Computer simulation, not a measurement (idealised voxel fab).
process module | voxel wiring stack
cross-section cut | 140 nm wide | cells 5 nm
A cross-section is a grid of square cells, given in bands from the top down. A band is one or more rows of cells.
Each band's line starts with the height of the band's top and of its bottom, in nm. Then come its materials from left to right, each with its width in nm. One material with "throughout" fills the band from edge to edge. "air" is empty space.
Height 0 is the level under which the wafer as received is all one material. The lowest band goes on downwards, as in "0 down".
A width such as "30 to 40" changes by the same amount from each row of cells to the next, from the band's top row to its bottom row.
"no change" after a step means that no cell of the cross-section changed.
closed voids: empty space of 8 cells or more with no open way to the top, each as width x height at its distance from the left edge, in nm
after a step's settings: what the simulator itself notes on the step
overlay nm, on a step with a mask: how far to the right of its planned place the mask lay; to the left if negative
plan
1 op RECEIVE | material Si
2 op CONFORMAL_DEP | material SiO2 | thk nm 15
3 op DIRECTIONAL_DEP | material TiN | thk nm 5
4 op DIRECTIONAL_DEP | material W | thk nm 15
5 op PATTERN | tone cover | mask id METAL_1 | material resist | width nm 20 | pitch nm 40 | thk nm 20 | overlay nm 0
6 op DIRECTIONAL_ETCH | etch materials W | depth nm 15
7 op DIRECTIONAL_ETCH | etch materials TiN | depth nm 5
8 op STRIP | etch materials resist
9 op FILL_DEP | material SiO2 | thk nm 5
10 op CMP | height nm 35
11 op CONFORMAL_DEP | material SiCN | thk nm 5
12 op DIRECTIONAL_DEP | material lowk | thk nm 35
13 op MASKED_ETCH | tone open | mask id METAL_2_HOLES | width nm 15 | pitch nm 40 | etch materials lowk | depth nm 35 | overlay nm 0
14 op PATTERN | tone open | mask id METAL_2 | material resist | width nm 20 | pitch nm 40 | thk nm 15 | overlay nm 0
15 op DIRECTIONAL_ETCH | etch materials lowk | depth nm 20
16 op DIRECTIONAL_ETCH | etch materials SiCN | depth nm 5
17 op STRIP | etch materials resist
18 op CONFORMAL_DEP | material TiN | thk nm 5
19 op FILL_DEP | material Ru | thk nm 5
20 op CMP | height nm 75
21 op CONFORMAL_DEP | material SiN | thk nm 5
first wafer, as planned
as received, after step 1
  0 down: Si throughout
  closed voids: none
after step 2
  15 to 0: SiO2 throughout
  below 0: unchanged
after step 3
  20 to 15: TiN throughout
  below 15: unchanged
after step 4
  35 to 20: W throughout
  below 20: unchanged
after step 5
  55 to 35: air 20 | resist 20 | air 20 | resist 20 | air 20 | resist 20 | air 20
  below 35: unchanged
after step 6
  55 to 35: air 20 | resist 20 | air 20 | resist 20 | air 20 | resist 20 | air 20
  35 to 20: air 20 | W 20 | air 20 | W 20 | air 20 | W 20 | air 20
  below 20: unchanged
after step 7
  55 to 35: air 20 | resist 20 | air 20 | resist 20 | air 20 | resist 20 | air 20
  35 to 20: air 20 | W 20 | air 20 | W 20 | air 20 | W 20 | air 20
  20 to 15: air 20 | TiN 20 | air 20 | TiN 20 | air 20 | TiN 20 | air 20
  below 15: unchanged
after step 8
  35 to 20: air 20 | W 20 | air 20 | W 20 | air 20 | W 20 | air 20
  below 20: unchanged
after step 9
  40 to 35: SiO2 throughout
  35 to 20: SiO2 20 | W 20 | SiO2 20 | W 20 | SiO2 20 | W 20 | SiO2 20
  20 to 15: SiO2 20 | TiN 20 | SiO2 20 | TiN 20 | SiO2 20 | TiN 20 | SiO2 20
  below 15: unchanged
after step 10
  35 to 20: SiO2 20 | W 20 | SiO2 20 | W 20 | SiO2 20 | W 20 | SiO2 20
  below 20: unchanged
after step 11
  40 to 35: SiCN throughout
  below 35: unchanged
after step 12
  75 to 40: lowk throughout
  below 40: unchanged
after step 13
  75 to 40: lowk 20 | air 15 | lowk 25 | air 15 | lowk 25 | air 15 | lowk 25
  below 40: unchanged
after step 14
  90 to 75: resist 20 | air 20 | resist 20 | air 20 | resist 20 | air 20 | resist 20
  below 75: unchanged
after step 15
  90 to 75: resist 20 | air 20 | resist 20 | air 20 | resist 20 | air 20 | resist 20
  75 to 55: lowk 20 | air 20 | lowk 20 | air 20 | lowk 20 | air 20 | lowk 20
  below 55: unchanged
after step 16
  90 to 75: resist 20 | air 20 | resist 20 | air 20 | resist 20 | air 20 | resist 20
  75 to 55: lowk 20 | air 20 | lowk 20 | air 20 | lowk 20 | air 20 | lowk 20
  55 to 40: lowk 20 | air 15 | lowk 25 | air 15 | lowk 25 | air 15 | lowk 25
  40 to 35: SiCN 20 | air 15 | SiCN 25 | air 15 | SiCN 25 | air 15 | SiCN 25
  below 35: unchanged
after step 17
  75 to 55: lowk 20 | air 20 | lowk 20 | air 20 | lowk 20 | air 20 | lowk 20
  below 55: unchanged
after step 18
  80 to 75: TiN 25 | air 10 | TiN 30 | air 10 | TiN 30 | air 10 | TiN 25
  75 to 60: lowk 20 | TiN 5 | air 10 | TiN 5 | lowk 20 | TiN 5 | air 10 | TiN 5 | lowk 20 | TiN 5 | air 10 | TiN 5 | lowk 20
  60 to 55: lowk 20 | TiN 5 | air 5 | TiN 10 | lowk 20 | TiN 5 | air 5 | TiN 10 | lowk 20 | TiN 5 | air 5 | TiN 10 | lowk 20
  55 to 40: lowk 20 | TiN 5 | air 5 | TiN 5 | lowk 25 | TiN 5 | air 5 | TiN 5 | lowk 25 | TiN 5 | air 5 | TiN 5 | lowk 25
  40 to 35: SiCN 20 | TiN 15 | SiCN 25 | TiN 15 | SiCN 25 | TiN 15 | SiCN 25
  below 35: unchanged
after step 19
  85 to 80: Ru throughout
  80 to 75: TiN 25 | Ru 10 | TiN 30 | Ru 10 | TiN 30 | Ru 10 | TiN 25
  75 to 60: lowk 20 | TiN 5 | Ru 10 | TiN 5 | lowk 20 | TiN 5 | Ru 10 | TiN 5 | lowk 20 | TiN 5 | Ru 10 | TiN 5 | lowk 20
  60 to 55: lowk 20 | TiN 5 | Ru 5 | TiN 10 | lowk 20 | TiN 5 | Ru 5 | TiN 10 | lowk 20 | TiN 5 | Ru 5 | TiN 10 | lowk 20
  55 to 40: lowk 20 | TiN 5 | Ru 5 | TiN 5 | lowk 25 | TiN 5 | Ru 5 | TiN 5 | lowk 25 | TiN 5 | Ru 5 | TiN 5 | lowk 25
  below 40: unchanged
after step 20
  75 to 60: lowk 20 | TiN 5 | Ru 10 | TiN 5 | lowk 20 | TiN 5 | Ru 10 | TiN 5 | lowk 20 | TiN 5 | Ru 10 | TiN 5 | lowk 20
  below 60: unchanged
after step 21
  80 to 75: SiN throughout
  below 75: unchanged
second wafer: like start, like plan, one mistake. Through step 1 it matches the first wafer
when step 2 should have ended
  30 to 0: SiO2 throughout
  below 0: unchanged
when step 3 should have ended
  35 to 30: TiN throughout
  below 30: unchanged
when step 4 should have ended
  50 to 35: W throughout
  below 35: unchanged
when step 5 should have ended
  70 to 50: air 20 | resist 20 | air 20 | resist 20 | air 20 | resist 20 | air 20
  below 50: unchanged
when step 6 should have ended
  70 to 50: air 20 | resist 20 | air 20 | resist 20 | air 20 | resist 20 | air 20
  50 to 35: air 20 | W 20 | air 20 | W 20 | air 20 | W 20 | air 20
  below 35: unchanged
when step 7 should have ended
  70 to 50: air 20 | resist 20 | air 20 | resist 20 | air 20 | resist 20 | air 20
  50 to 35: air 20 | W 20 | air 20 | W 20 | air 20 | W 20 | air 20
  35 to 30: air 20 | TiN 20 | air 20 | TiN 20 | air 20 | TiN 20 | air 20
  below 30: unchanged
when step 8 should have ended
  50 to 35: air 20 | W 20 | air 20 | W 20 | air 20 | W 20 | air 20
  below 35: unchanged
when step 9 should have ended
  55 to 50: SiO2 throughout
  50 to 35: SiO2 20 | W 20 | SiO2 20 | W 20 | SiO2 20 | W 20 | SiO2 20
  35 to 30: SiO2 20 | TiN 20 | SiO2 20 | TiN 20 | SiO2 20 | TiN 20 | SiO2 20
  below 30: unchanged
when step 10 should have ended
  35 to 30: SiO2 20 | TiN 20 | SiO2 20 | TiN 20 | SiO2 20 | TiN 20 | SiO2 20
  below 30: unchanged
when step 11 should have ended
  40 to 35: SiCN throughout
  below 35: unchanged
when step 12 should have ended
  75 to 40: lowk throughout
  below 40: unchanged
when step 13 should have ended
  75 to 40: lowk 20 | air 15 | lowk 25 | air 15 | lowk 25 | air 15 | lowk 25
  below 40: unchanged
when step 14 should have ended
  90 to 75: resist 20 | air 20 | resist 20 | air 20 | resist 20 | air 20 | resist 20
  below 75: unchanged
when step 15 should have ended
  90 to 75: resist 20 | air 20 | resist 20 | air 20 | resist 20 | air 20 | resist 20
  75 to 55: lowk 20 | air 20 | lowk 20 | air 20 | lowk 20 | air 20 | lowk 20
  below 55: unchanged
when step 16 should have ended
  90 to 75: resist 20 | air 20 | resist 20 | air 20 | resist 20 | air 20 | resist 20
  75 to 55: lowk 20 | air 20 | lowk 20 | air 20 | lowk 20 | air 20 | lowk 20
  55 to 40: lowk 20 | air 15 | lowk 25 | air 15 | lowk 25 | air 15 | lowk 25
  40 to 35: SiCN 20 | air 15 | SiCN 25 | air 15 | SiCN 25 | air 15 | SiCN 25
  below 35: unchanged
when step 17 should have ended
  75 to 55: lowk 20 | air 20 | lowk 20 | air 20 | lowk 20 | air 20 | lowk 20
  below 55: unchanged
when step 18 should have ended
  80 to 75: TiN 25 | air 10 | TiN 30 | air 10 | TiN 30 | air 10 | TiN 25
  75 to 60: lowk 20 | TiN 5 | air 10 | TiN 5 | lowk 20 | TiN 5 | air 10 | TiN 5 | lowk 20 | TiN 5 | air 10 | TiN 5 | lowk 20
  60 to 55: lowk 20 | TiN 5 | air 5 | TiN 10 | lowk 20 | TiN 5 | air 5 | TiN 10 | lowk 20 | TiN 5 | air 5 | TiN 10 | lowk 20
  55 to 40: lowk 20 | TiN 5 | air 5 | TiN 5 | lowk 25 | TiN 5 | air 5 | TiN 5 | lowk 25 | TiN 5 | air 5 | TiN 5 | lowk 25
  40 to 35: SiCN 20 | TiN 15 | SiCN 25 | TiN 15 | SiCN 25 | TiN 15 | SiCN 25
  below 35: unchanged
when step 19 should have ended
  85 to 80: Ru throughout
  80 to 75: TiN 25 | Ru 10 | TiN 30 | Ru 10 | TiN 30 | Ru 10 | TiN 25
  75 to 60: lowk 20 | TiN 5 | Ru 10 | TiN 5 | lowk 20 | TiN 5 | Ru 10 | TiN 5 | lowk 20 | TiN 5 | Ru 10 | TiN 5 | lowk 20
  60 to 55: lowk 20 | TiN 5 | Ru 5 | TiN 10 | lowk 20 | TiN 5 | Ru 5 | TiN 10 | lowk 20 | TiN 5 | Ru 5 | TiN 10 | lowk 20
  55 to 40: lowk 20 | TiN 5 | Ru 5 | TiN 5 | lowk 25 | TiN 5 | Ru 5 | TiN 5 | lowk 25 | TiN 5 | Ru 5 | TiN 5 | lowk 25
  below 40: unchanged
when step 20 should have ended
  75 to 60: lowk 20 | TiN 5 | Ru 10 | TiN 5 | lowk 20 | TiN 5 | Ru 10 | TiN 5 | lowk 20 | TiN 5 | Ru 10 | TiN 5 | lowk 20
  below 60: unchanged
when step 21 should have ended
  80 to 75: SiN throughout
  below 75: unchanged
what went wrong: step 2 was run twice
at the end the second wafer has, in cells: 36 more of SiO2 | 36 fewer of W
